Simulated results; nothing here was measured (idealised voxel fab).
process module | voxel double patterning
Cross-sectional view cut (width: 220 nm; square cell size: 5 nm).
In this document a cross-section is written as a grid of square cells. It is given as a series of bands, listed from the top down, and a band is one or more rows of cells. Band: top and bottom heights (nm) first, top before bottom; then materials from left to right, widths in nm. "throughout" marks a sole material filling the band edge to edge. "blank" denotes empty space. Heights are expressed relative to 0, this being the level below which the as-received wafer comprises one material exclusively. The lowest band is unbounded in the downward direction and is denoted as in "0 down". The two numbers in a width such as "30 to 40" mark its ends across the band: the first belongs to the top row of cells, the second to the bottom row, and from each row to the next the width moves by the same amount. Reading "no modifications" for a step: not a cell of the cross-section changed in it. "Enclosed void listing" specifies each empty space that is not open to the top and that occupies no fewer than 8 cells, using the form width x height at distance, the distance measured from the left edge and all three quantities in nm. On each step's line, the part that comes after the settings is the simulator's own comment on the step. overlay nm: where the mask lay relative to plan, measured to the right, on steps with a mask; negatives go left.

### These are the steps we planned for the process
1. RECEIVE, material Si
2. CONFORMAL_DEP, material SiO2, thk nm 10
3. DIRECTIONAL_DEP, material W, thk nm 15
4. DIRECTIONAL_DEP, material SiCN, thk nm 5
5. DIRECTIONAL_DEP, material aC, thk nm 10
6. PATTERN, tone open, mask id FIRST, material resist, width nm 15, pitch nm 50, thk nm 25, overlay nm 0
7. DIRECTIONAL_ETCH, etch materials aC, depth nm 10
8. STRIP, etch materials resist
9. DIRECTIONAL_ETCH, etch materials SiCN, depth nm 5
10. STRIP, etch materials aC
11. DIRECTIONAL_DEP, material aC, thk nm 10
12. PATTERN, tone open, mask id SECOND, material resist, width nm 15, pitch nm 50, thk nm 30, overlay nm 0
13. DIRECTIONAL_ETCH, etch materials aC, depth nm 10
14. STRIP, etch materials resist
15. DIRECTIONAL_ETCH, etch materials SiCN, depth nm 5
16. STRIP, etch materials aC
17. DIRECTIONAL_ETCH, etch materials W, depth nm 15
18. STRIP, etch materials SiCN

### First of the two wafers, run per plan

### Wafer as received: cross-section following step 1
> 0 down: Si throughout
> Enclosed void listing: none

### Step 2 complete: cross-section through the wafer
> 10 to 0: SiO2 throughout
> Everything under 0 stays put, no change at all.

### Step 3 complete: cross-section through the wafer
> 25 to 10: W throughout
> Everything under 10 stays put, no change at all.

### Step 4 complete: cross-section through the wafer
> 30 to 25: SiCN throughout
> Everything under 25 stays put, no change at all.

### Step 5 complete: cross-section through the wafer
> 40 to 30: aC throughout
> Everything under 30 stays put, no change at all.

### Step 6 complete: cross-section through the wafer
> 65 to 40: 50 of resist; 15 of blank; 35 of resist; 15 of blank; 35 of resist; 15 of blank; 55 of resist
> Everything under 40 stays put, no change at all.

### Step 7 complete: cross-section through the wafer
> 55 to 40: 50 of resist; 15 of blank; 35 of resist; 15 of blank; 35 of resist; 15 of blank; 55 of resist
> 40 to 30: 50 of aC; 15 of blank; 35 of aC; 15 of blank; 35 of aC; 15 of blank; 55 of aC
> Everything under 30 stays put, no change at all.

### Step 8 complete: cross-section through the wafer
> 40 to 30: 50 of aC; 15 of blank; 35 of aC; 15 of blank; 35 of aC; 15 of blank; 55 of aC
> Everything under 30 stays put, no change at all.

### Step 9 complete: cross-section through the wafer
> 40 to 30: 50 of aC; 15 of blank; 35 of aC; 15 of blank; 35 of aC; 15 of blank; 55 of aC
> 30 to 25: 50 of SiCN; 15 of blank; 35 of SiCN; 15 of blank; 35 of SiCN; 15 of blank; 55 of SiCN
> Everything under 25 stays put, no change at all.

### Step 10 complete: cross-section through the wafer
> 30 to 25: 50 of SiCN; 15 of blank; 35 of SiCN; 15 of blank; 35 of SiCN; 15 of blank; 55 of SiCN
> Everything under 25 stays put, no change at all.

### Step 11 complete: cross-section through the wafer
> 40 to 35: 50 of aC; 15 of blank; 35 of aC; 15 of blank; 35 of aC; 15 of blank; 55 of aC
> 35 to 30: aC throughout
> 30 to 25: 50 of SiCN; 15 of aC; 35 of SiCN; 15 of aC; 35 of SiCN; 15 of aC; 55 of SiCN
> Everything under 25 stays put, no change at all.

### Step 12 complete: cross-section through the wafer
> 70 to 40: 75 of resist; 15 of blank; 35 of resist; 15 of blank; 80 of resist
> 40 to 35: 50 of aC; 15 of resist; 35 of aC; 15 of resist; 35 of aC; 15 of resist; 55 of aC
> Everything under 35 stays put, no change at all.

### Step 13 complete: cross-section through the wafer
> 60 to 40: 75 of resist; 15 of blank; 35 of resist; 15 of blank; 80 of resist
> 40 to 35: 50 of aC; 15 of resist; 10 of aC; 15 of blank; 10 of aC; 15 of resist; 10 of aC; 15 of blank; 10 of aC; 15 of resist; 55 of aC
> 35 to 30: 75 of aC; 15 of blank; 35 of aC; 15 of blank; 80 of aC
> Everything under 30 stays put, no change at all.

### Step 14 complete: cross-section through the wafer
> 40 to 35: 50 of aC; 15 of blank; 10 of aC; 15 of blank; 10 of aC; 15 of blank; 10 of aC; 15 of blank; 10 of aC; 15 of blank; 55 of aC
> Everything under 35 stays put, no change at all.

### Step 15 complete: cross-section through the wafer
> 40 to 35: 50 of aC; 15 of blank; 10 of aC; 15 of blank; 10 of aC; 15 of blank; 10 of aC; 15 of blank; 10 of aC; 15 of blank; 55 of aC
> 35 to 30: 75 of aC; 15 of blank; 35 of aC; 15 of blank; 80 of aC
> 30 to 25: 50 of SiCN; 15 of aC; 10 of SiCN; 15 of blank; 10 of SiCN; 15 of aC; 10 of SiCN; 15 of blank; 10 of SiCN; 15 of aC; 55 of SiCN
> Everything under 25 stays put, no change at all.

### Step 16 complete: cross-section through the wafer
> 30 to 25: 50 of SiCN; 15 of blank; 10 of SiCN; 15 of blank; 10 of SiCN; 15 of blank; 10 of SiCN; 15 of blank; 10 of SiCN; 15 of blank; 55 of SiCN
> Everything under 25 stays put, no change at all.

### Step 17 complete: cross-section through the wafer
> 30 to 25: 50 of SiCN; 15 of blank; 10 of SiCN; 15 of blank; 10 of SiCN; 15 of blank; 10 of SiCN; 15 of blank; 10 of SiCN; 15 of blank; 55 of SiCN
> 25 to 10: 50 of W; 15 of blank; 10 of W; 15 of blank; 10 of W; 15 of blank; 10 of W; 15 of blank; 10 of W; 15 of blank; 55 of W
> Everything under 10 stays put, no change at all.

### Step 18 complete: cross-section through the wafer
> 25 to 10: 50 of W; 15 of blank; 10 of W; 15 of blank; 10 of W; 15 of blank; 10 of W; 15 of blank; 10 of W; 15 of blank; 55 of W
> Everything under 10 stays put, no change at all.

### Second of two: same start, same plan, one run error; steps up to and including 10 match the first

### Cross-section of the second wafer corresponding to the planned conclusion of step 11
> 40 to 35: 50 of SiO2; 15 of blank; 35 of SiO2; 15 of blank; 35 of SiO2; 15 of blank; 55 of SiO2
> 35 to 30: SiO2 throughout
> 30 to 25: 50 of SiCN; 15 of SiO2; 35 of SiCN; 15 of SiO2; 35 of SiCN; 15 of SiO2; 55 of SiCN
> Everything under 25 stays put, no change at all.

### Cross-section of the second wafer corresponding to the planned conclusion of step 12
> 70 to 40: 75 of resist; 15 of blank; 35 of resist; 15 of blank; 80 of resist
> 40 to 35: 50 of SiO2; 15 of resist; 35 of SiO2; 15 of resist; 35 of SiO2; 15 of resist; 55 of SiO2
> Everything under 35 stays put, no change at all.

### Cross-section of the second wafer corresponding to the planned conclusion of step 13
> 60 to 40: 75 of resist; 15 of blank; 35 of resist; 15 of blank; 80 of resist
> Everything under 40 stays put, no change at all.

### Cross-section of the second wafer corresponding to the planned conclusion of step 14
> 40 to 35: 50 of SiO2; 15 of blank; 35 of SiO2; 15 of blank; 35 of SiO2; 15 of blank; 55 of SiO2
> Everything under 35 stays put, no change at all.

Cross-section of the second wafer corresponding to the planned conclusion of step 15: no modifications

Cross-section of the second wafer corresponding to the planned conclusion of step 16: no modifications

Cross-section of the second wafer corresponding to the planned conclusion of step 17: no modifications

Cross-section of the second wafer corresponding to the planned conclusion of step 18: no modifications
Where did the run depart from the plan? step 11 ran differently from the plan; actual operation with settings: DIRECTIONAL_DEP, material SiO2, thk nm 10
Counted in cells at the end, the second wafer holds more or fewer of these materials than the first: SiCN: 35 more, SiO2: 88 more, W: 45 more
